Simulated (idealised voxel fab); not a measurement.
The document below concerns the process module designated voxel self aligned contacts.
FYI the section here is cut, 275 nm wide, cells are 5 nm squares.
In this document a cross-section is written as a grid of square cells. It is given as a series of bands, listed from the top down, and a band is one or more rows of cells.
The band entry comprises the height of the band's top followed by the height of its bottom, expressed in nm, and subsequently the band's materials from left to right, each stated together with its width in nm. Where a single material is marked with the word "edge to edge", that material fills the band from edge to edge. The word "air" represents empty space.
Counting heights begins at 0, where everything beneath is, in the wafer as received, one material. The lowest band has no bottom; it goes on downwards, as "0 down" shows.
So if you see something like "30..40" for the width, read it as the top row of the band sitting at the first number and the bottom row at the second, with every row in between moving by the same amount as the last.
Basically "no modifications" means that step didn't change any cell in the cross-section.
Enclosed voids (no open way to top), threshold 8 cells or more, entry "Encapsulated voids", notation width x height at distance, distance from left edge, nm.
On each step's line, the part that comes after the settings is the simulator's own comment on the step.
"overlay nm" on a masked step: distance the mask lay right of its planned place, negative for left.

**Planned process steps**
1,RECEIVE: material Si
2,OXIDIZE: depth nm 5
3,DIRECTIONAL_DEP: material polySi, thk nm 30
4,DIRECTIONAL_DEP: material SiN, thk nm 20
5,PATTERN: tone cover, mask id GATE, material resist, width nm 35, pitch nm 65, thk nm 20, overlay nm 0
6,DIRECTIONAL_ETCH: etch materials SiN, depth nm 20
7,DIRECTIONAL_ETCH: etch materials polySi, depth nm 30
8,STRIP: etch materials resist
9,CONFORMAL_DEP: material SiN, thk nm 5
10,DIRECTIONAL_ETCH: etch materials SiN, depth nm 5
11,FILL_DEP: material SiO2, thk nm 10
12,CMP: height nm 55
13,PATTERN: tone open, mask id CONTACT, material resist, width nm 40, pitch nm 65, thk nm 15, overlay nm 0
14,DIRECTIONAL_ETCH: etch materials SiO2, depth nm 60
15,STRIP: etch materials resist
16,CONFORMAL_DEP: material TiN, thk nm 5
17,FILL_DEP: material W, thk nm 5
18,CMP: height nm 55
19,CONFORMAL_DEP: material SiCN, thk nm 5

**Incoming wafer in cross-section (state: after step 1)**
- 0 down = Si edge to edge
- Encapsulated voids: none

**One mistake in running the module, otherwise start and plan as above: cross-section at the end**
- 60 to 55 = SiCN edge to edge
- 55 to 50 = SiO2: 85, then TiN: 40, then SiO2: 25, then TiN: 40, then SiO2: 85
- 50 to 30 = SiN: 60, then SiO2: 25, then SiN: 40, then SiO2: 25, then SiN: 40, then SiO2: 25, then SiN: 60
- 30 to 0 = polySi: 55, then SiN: 5, then SiO2: 25, then SiN: 5, then polySi: 30, then SiN: 5, then SiO2: 25, then SiN: 5, then polySi: 30, then SiN: 5, then SiO2: 25, then SiN: 5, then polySi: 55
- 0 to -5 = SiO2 edge to edge
- -5 down = Si edge to edge
- Encapsulated voids: none
Finding, execution versus plan: the process deviated at step 5: the operation and settings actually run there were PATTERN: tone open, mask id GATE, material resist, width nm 35, pitch nm 65, thk nm 20, overlay nm 0
